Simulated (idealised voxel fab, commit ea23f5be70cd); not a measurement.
Proc. module: voxel local oxidation
Square cell edge 5 nm, section width 270 nm, ID cut.
A cross-section is written here as square cells arranged in a grid, and it is given in bands from the top down, each band taking up one or more rows of cells. Read a band's entry like this: the first values are the height of its top and the height of its bottom in nm, and what follows is the sequence of materials from left to right, each with its width in nm. Note that "blank" is empty space, and that a single material marked "all across" reaches across the band from edge to edge. It should be noted that heights are counted from 0, beneath which the wafer as supplied is of one material throughout, and that the lowest band possesses no lower boundary but continues downward, as written in "0..down". Read "30..40" as a graded width: first number on top, second number at the bottom, same change between each pair of neighbouring rows. For the purposes of this document, the phrase "changes: none" attached to a step denotes that no cell within the cross-section was modified by that step. Each empty space that has no open way to the top and spans at least 8 cells appears under "Fully enclosed voids" as width x height at distance, the distance counted from the left edge, all in nm. Post-settings text on a step line: simulator's own remark regarding the step. The setting "overlay nm" may be written on the line of a step. When the step uses a mask, the value reports how far to the right of the planned place the mask lay, and a negative value reports that it lay to the left.

# plan
1) RECEIVE with material Si
2) OXIDIZE with depth nm 5
3) CONFORMAL_DEP with material SiN, thk nm 10
4) MASKED_ETCH with tone cover, mask id ACTIVE, width nm 90, etch materials SiN, depth nm 10, overlay nm 0
5) SELECTIVE_ETCH with etch materials SiO2, depth nm 5
6) OXIDIZE with depth nm 15
7) STRIP with etch materials SiN
The plan's step 4 width nm is the first wafer's value; the wafers differ in this setting and start identical.

# As received, i.e. after step 1: cross-section through the first of several wafers
  0..down  Si all across
  Fully enclosed voids: none

# End of the module, past its last step, step 7: how the first of several wafers looks in cross-section
  0..-5  blank 95 nm, then SiO2 80 nm, then blank 95 nm
  -5..-20  SiO2 110 nm, then Si 50 nm, then SiO2 110 nm
  -20..down  Si all across
  Fully enclosed voids: none

# Cross-section, last wafer, module completion
  0..-5  blank 85 nm, then SiO2 105 nm, then blank 80 nm
  -5..-20  SiO2 100 nm, then Si 75 nm, then SiO2 95 nm
  -20..down  Si all across
  Fully enclosed voids: none

# Per wafer (row), end of module: delta in cells per material since receipt, (+) for gained, (-) for lost; closed voids after that
width nm 90, -186 Si, +148 SiO2, Fully enclosed voids: none
width nm 95, -183 Si, +146 SiO2, Fully enclosed voids: none
width nm 100, -180 Si, +144 SiO2, Fully enclosed voids: none
width nm 105, -177 Si, +142 SiO2, Fully enclosed voids: none
width nm 110, -174 Si, +140 SiO2, Fully enclosed voids: none
width nm 115, -171 Si, +138 SiO2, Fully enclosed voids: none
